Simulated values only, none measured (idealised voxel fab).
Process module name: voxel self aligned contacts
It is cross-section cut that appears here, measuring 295 nm in width, its square cells being 5 nm in size.
Think of the cross-section as a grid of square cells. We describe it in bands, top to bottom, and each band covers one or more rows of those cells.
Each band's line starts with the height of the band's top and of its bottom, in nm. Then come its materials from left to right, each with its width in nm. One material with "full width" fills the band from edge to edge. "blank" is empty space.
Where do heights start? At 0: under that level the wafer as delivered is made of one material only. And the lowest band has no floor; it just carries on downward, as in "0 down".
Think of "30..40" as a width that walks from the first number to the second as you go down the band, top row to bottom row, taking equal-sized steps from row to row.
"nothing different", as given for a step, is the statement that not any cell of the cross-section underwent a change during that step.
The list in "Unvented cavities" covers empty spaces of 8 cells or more that cannot reach the top through any open way, and it gives each as width x height at distance; the distance is from the left edge, and width, height and distance are in nm.
On each step's line, the part that comes after the settings is the simulator's own comment on the step.
"overlay nm" answers the question of how far to the right of plan the mask lay on a step that has a mask, and when it is negative the answer is to the left.

This section lists the process steps that were planned:
- 1: RECEIVE,material Si
- 2: CONFORMAL_DEP,material SiO2,thk nm 5
- 3: DIRECTIONAL_DEP,material polySi,thk nm 30
- 4: DIRECTIONAL_DEP,material SiN,thk nm 25
- 5: MASKED_ETCH,tone cover,mask id GATE,width nm 30,pitch nm 75,etch materials SiN,depth nm 25,overlay nm 0
- 6: MASKED_ETCH,tone cover,mask id GATE,width nm 30,pitch nm 75,etch materials polySi,depth nm 30,overlay nm 0
- 7: CONFORMAL_DEP,material SiN,thk nm 10
- 8: DIRECTIONAL_ETCH,etch materials SiN,depth nm 10
- 9: FILL_DEP,material SiO2,thk nm 15
- 10: CMP,height nm 65
- 11: PATTERN,tone open,mask id CONTACT,material resist,width nm 55,pitch nm 75,thk nm 15,overlay nm 0
- 12: DIRECTIONAL_ETCH,etch materials SiO2,depth nm 65
- 13: STRIP,etch materials resist
- 14: CONFORMAL_DEP,material TiN,thk nm 5
- 15: FILL_DEP,material W,thk nm 10
- 16: CMP,height nm 65
- 17: CONFORMAL_DEP,material SiCN,thk nm 5

The first of a set of two wafers, run to plan:

Cross-section: wafer on arrival = after step 1:
0 down = Si full width
Unvented cavities: none

Step 2 complete: cross-section through the wafer:
5 to 0 = SiO2 full width
Below 0 it's all the same as before, nothing changed down there.

Step 3 complete: cross-section through the wafer:
35 to 5 = polySi full width
Below 5 it's all the same as before, nothing changed down there.

Step 4 complete: cross-section through the wafer:
60 to 35 = SiN full width
Below 35 it's all the same as before, nothing changed down there.

Step 5 complete: cross-section through the wafer:
60 to 35 = 55 blank, 30 SiN, 45 blank, 30 SiN, 45 blank, 30 SiN, 60 blank
Below 35 it's all the same as before, nothing changed down there.

Step 6 complete: cross-section through the wafer:
60 to 35 = 55 blank, 30 SiN, 45 blank, 30 SiN, 45 blank, 30 SiN, 60 blank
35 to 5 = 55 blank, 30 polySi, 45 blank, 30 polySi, 45 blank, 30 polySi, 60 blank
Below 5 it's all the same as before, nothing changed down there.

Step 7 complete: cross-section through the wafer:
70 to 35 = 45 blank, 50 SiN, 25 blank, 50 SiN, 25 blank, 50 SiN, 50 blank
35 to 15 = 45 blank, 10 SiN, 30 polySi, 10 SiN, 25 blank, 10 SiN, 30 polySi, 10 SiN, 25 blank, 10 SiN, 30 polySi, 10 SiN, 50 blank
15 to 5 = 55 SiN, 30 polySi, 45 SiN, 30 polySi, 45 SiN, 30 polySi, 60 SiN
Below 5 it's all the same as before, nothing changed down there.

Step 8 complete: cross-section through the wafer:
60 to 35 = 45 blank, 50 SiN, 25 blank, 50 SiN, 25 blank, 50 SiN, 50 blank
35 to 5 = 45 blank, 10 SiN, 30 polySi, 10 SiN, 25 blank, 10 SiN, 30 polySi, 10 SiN, 25 blank, 10 SiN, 30 polySi, 10 SiN, 50 blank
Below 5 it's all the same as before, nothing changed down there.

Step 9 complete: cross-section through the wafer:
75 to 60 = SiO2 full width
60 to 35 = 45 SiO2, 50 SiN, 25 SiO2, 50 SiN, 25 SiO2, 50 SiN, 50 SiO2
35 to 5 = 45 SiO2, 10 SiN, 30 polySi, 10 SiN, 25 SiO2, 10 SiN, 30 polySi, 10 SiN, 25 SiO2, 10 SiN, 30 polySi, 10 SiN, 50 SiO2
Below 5 it's all the same as before, nothing changed down there.

Step 10 complete: cross-section through the wafer:
65 to 60 = SiO2 full width
Below 60 it's all the same as before, nothing changed down there.

Step 11 complete: cross-section through the wafer:
80 to 65 = 80 resist, 55 blank, 20 resist, 55 blank, 85 resist
Below 65 it's all the same as before, nothing changed down there.

Step 12 complete: cross-section through the wafer:
80 to 65 = 80 resist, 55 blank, 20 resist, 55 blank, 85 resist
65 to 60 = 80 SiO2, 55 blank, 20 SiO2, 55 blank, 85 SiO2
60 to 35 = 45 SiO2, 50 SiN, 25 blank, 50 SiN, 25 blank, 50 SiN, 50 SiO2
35 to 5 = 45 SiO2, 10 SiN, 30 polySi, 10 SiN, 25 blank, 10 SiN, 30 polySi, 10 SiN, 25 blank, 10 SiN, 30 polySi, 10 SiN, 50 SiO2
5 to 0 = 95 SiO2, 25 blank, 50 SiO2, 25 blank, 100 SiO2
Below 0 it's all the same as before, nothing changed down there.

Step 13 complete: cross-section through the wafer:
65 to 60 = 80 SiO2, 55 blank, 20 SiO2, 55 blank, 85 SiO2
Below 60 it's all the same as before, nothing changed down there.

Step 14 complete: cross-section through the wafer:
70 to 65 = 85 TiN, 45 blank, 30 TiN, 45 blank, 90 TiN
65 to 60 = 80 SiO2, 20 TiN, 15 blank, 20 TiN, 20 SiO2, 20 TiN, 15 blank, 20 TiN, 85 SiO2
60 to 35 = 45 SiO2, 50 SiN, 5 TiN, 15 blank, 5 TiN, 50 SiN, 5 TiN, 15 blank, 5 TiN, 50 SiN, 50 SiO2
35 to 5 = 45 SiO2, 10 SiN, 30 polySi, 10 SiN, 5 TiN, 15 blank, 5 TiN, 10 SiN, 30 polySi, 10 SiN, 5 TiN, 15 blank, 5 TiN, 10 SiN, 30 polySi, 10 SiN, 50 SiO2
5 to 0 = 95 SiO2, 25 TiN, 50 SiO2, 25 TiN, 100 SiO2
Below 0 it's all the same as before, nothing changed down there.

Step 15 complete: cross-section through the wafer:
80 to 70 = W full width
70 to 65 = 85 TiN, 45 W, 30 TiN, 45 W, 90 TiN
65 to 60 = 80 SiO2, 20 TiN, 15 W, 20 TiN, 20 SiO2, 20 TiN, 15 W, 20 TiN, 85 SiO2
60 to 35 = 45 SiO2, 50 SiN, 5 TiN, 15 W, 5 TiN, 50 SiN, 5 TiN, 15 W, 5 TiN, 50 SiN, 50 SiO2
35 to 5 = 45 SiO2, 10 SiN, 30 polySi, 10 SiN, 5 TiN, 15 W, 5 TiN, 10 SiN, 30 polySi, 10 SiN, 5 TiN, 15 W, 5 TiN, 10 SiN, 30 polySi, 10 SiN, 50 SiO2
Below 5 it's all the same as before, nothing changed down there.

Step 16 complete: cross-section through the wafer:
65 to 60 = 80 SiO2, 20 TiN, 15 W, 20 TiN, 20 SiO2, 20 TiN, 15 W, 20 TiN, 85 SiO2
Below 60 it's all the same as before, nothing changed down there.

Step 17 complete: cross-section through the wafer:
70 to 65 = SiCN full width
Below 65 it's all the same as before, nothing changed down there.

The Second Wafer: Common Origin and Plan, One Mistake in Execution, Identical to the First Through Step 16:

When step 17 should have ended:
70 to 65 = SiO2 full width
Below 65 it's all the same as before, nothing changed down there.
Misprocessing identified: rather than as planned, step 17 actually ran as CONFORMAL_DEP,material SiO2,thk nm 5
Once processing is complete, comparing cell counts shows that the second wafer has more or fewer of certain materials than the first: -59 SiCN | +59 SiO2
